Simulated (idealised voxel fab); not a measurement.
Process module in this document: voxel capacitor over wiring
Pictured: cross-section cut, 200 nm wide, on a grid of 5 nm square cells.
We lay out every cross-section as a grid of square cells and spell it out in bands from the top down, where one band means one or more rows of cells. Read a band's entry like this: the first values are the height of its top and the height of its bottom in nm, and what follows is the sequence of materials from left to right, each with its width in nm. Note that "air" is empty space, and that a single material marked "full width" reaches across the band from edge to edge. The level at which height equals 0 is the one under which the wafer, as it arrives, is entirely one material. No lower edge exists for the bottom band, which continues downward and is notated as in "0 -> down". The two numbers in a width such as "30->40" mark its ends across the band: the first belongs to the top row of cells, the second to the bottom row, and from each row to the next the width moves by the same amount. Where a step carries "nothing was modified", the cross-section came out of it unchanged, cell for cell. In the "Voids, sealed" entry, you get each enclosed empty space of 8 cells or more, one with no open way to the top, written width x height at distance, distance from the left edge, in nm. That trailing text on a step's line, after the settings, is the simulator's own remark on the step. The "overlay nm" setting may appear on a step's line; for a step that uses a mask, it gives how far to the right of its planned position the mask lay, and a negative value indicates the left.

Below is the list of planned process steps
- 1: RECEIVE,material Si
- 2: CONFORMAL_DEP,material SiO2,thk nm 15
- 3: DIRECTIONAL_DEP,material TiN,thk nm 5
- 4: DIRECTIONAL_DEP,material Ru,thk nm 25
- 5: PATTERN,tone cover,mask id METAL_1,material resist,width nm 25,pitch nm 85,thk nm 20,overlay nm 0
- 6: DIRECTIONAL_ETCH,etch materials Ru,depth nm 25
- 7: DIRECTIONAL_ETCH,etch materials TiN,depth nm 5
- 8: STRIP,etch materials resist
- 9: FILL_DEP,material SiO2,thk nm 10
- 10: CMP,height nm 45
- 11: CONFORMAL_DEP,material SiCN,thk nm 5
- 12: DIRECTIONAL_DEP,material lowk,thk nm 20
- 13: MASKED_ETCH,tone open,mask id PLUG_1,width nm 15,etch materials lowk,depth nm 20,overlay nm 0
- 14: MASKED_ETCH,tone open,mask id PLUG_1,width nm 15,etch materials SiCN,depth nm 5,overlay nm 0
- 15: EPI,material Ru,thk nm 10
- 16: EPI,material Ru,thk nm 10
- 17: EPI,material Ru,thk nm 5
- 18: DIRECTIONAL_DEP,material TiN,thk nm 10
- 19: DIRECTIONAL_DEP,material HfO2,thk nm 5
- 20: DIRECTIONAL_DEP,material TiN,thk nm 10
- 21: DIRECTIONAL_DEP,material aC,thk nm 10
- 22: PATTERN,tone cover,mask id UPPER_PLATE,material resist,width nm 65,thk nm 30,overlay nm 0
- 23: DIRECTIONAL_ETCH,etch materials aC,depth nm 10
- 24: STRIP,etch materials resist
- 25: DIRECTIONAL_ETCH,etch materials TiN,depth nm 10
- 26: DIRECTIONAL_ETCH,etch materials HfO2,depth nm 5
- 27: STRIP,etch materials aC
- 28: DIRECTIONAL_DEP,material aC,thk nm 15
- 29: PATTERN,tone cover,mask id LOWER_PLATE,material resist,width nm 75,thk nm 35,overlay nm 0
- 30: DIRECTIONAL_ETCH,etch materials aC,depth nm 15
- 31: STRIP,etch materials resist
- 32: DIRECTIONAL_ETCH,etch materials TiN,depth nm 10
- 33: STRIP,etch materials aC
- 34: FILL_DEP,material SiO2,thk nm 20
- 35: CMP,height nm 110
- 36: PATTERN,tone open,mask id PLUG_2,material resist,width nm 15,thk nm 15,overlay nm 0
- 37: DIRECTIONAL_ETCH,etch materials SiO2,depth nm 15
- 38: STRIP,etch materials resist
- 39: CONFORMAL_DEP,material TiN,thk nm 5
- 40: FILL_DEP,material Ru,thk nm 10
- 41: CMP,height nm 110
- 42: CONFORMAL_DEP,material SiN,thk nm 5

Cross-section of the incoming wafer, state after step 1
  0 -> down: Si full width
  Voids, sealed: none

The first of two wafers, cross-sectioned at the end of the module, with the run proceeding as planned
  115 -> 110: SiN full width
  110 -> 100: SiO2 (65) / TiN (5) / Ru (5) / TiN (5) / SiO2 (120)
  100 -> 95: SiO2 (65) / TiN (15) / SiO2 (120)
  95 -> 85: SiO2 (55) / TiN (65) / SiO2 (80)
  85 -> 80: SiO2 (55) / HfO2 (65) / SiO2 (80)
  80 -> 70: SiO2 (50) / TiN (75) / SiO2 (75)
  70 -> 50: lowk (55) / Ru (15) / lowk (130)
  50 -> 45: SiCN (55) / Ru (15) / SiCN (130)
  45 -> 20: SiO2 (45) / Ru (25) / SiO2 (60) / Ru (25) / SiO2 (45)
  20 -> 15: SiO2 (45) / TiN (25) / SiO2 (60) / TiN (25) / SiO2 (45)
  15 -> 0: SiO2 full width
  0 -> down: Si full width
  Voids, sealed: none

Cross-section of the latter of the two wafers at module completion. It had an identical start and an identical plan to the former; in running it, one mistake was made
  115 -> 110: SiN full width
  110 -> 100: SiO2 (65) / TiN (5) / Ru (5) / TiN (5) / SiO2 (120)
  100 -> 95: SiO2 (65) / TiN (15) / SiO2 (120)
  95 -> 85: SiO2 (55) / TiN (65) / SiO2 (80)
  85 -> 75: SiO2 (50) / TiN (75) / SiO2 (75)
  75 -> 70: HfO2 full width
  70 -> 50: lowk (55) / Ru (15) / lowk (130)
  50 -> 45: SiCN (55) / Ru (15) / SiCN (130)
  45 -> 20: SiO2 (45) / Ru (25) / SiO2 (60) / Ru (25) / SiO2 (45)
  20 -> 15: SiO2 (45) / TiN (25) / SiO2 (60) / TiN (25) / SiO2 (45)
  15 -> 0: SiO2 full width
  0 -> down: Si full width
  Voids, sealed: none
Against the plan, the run slipped here: step 18 ran in the slot meant for step 19, and vice versa
Counted in cells at the end, the second wafer holds more or fewer of these materials than the first: 27 more of HfO2 | 27 fewer of SiO2
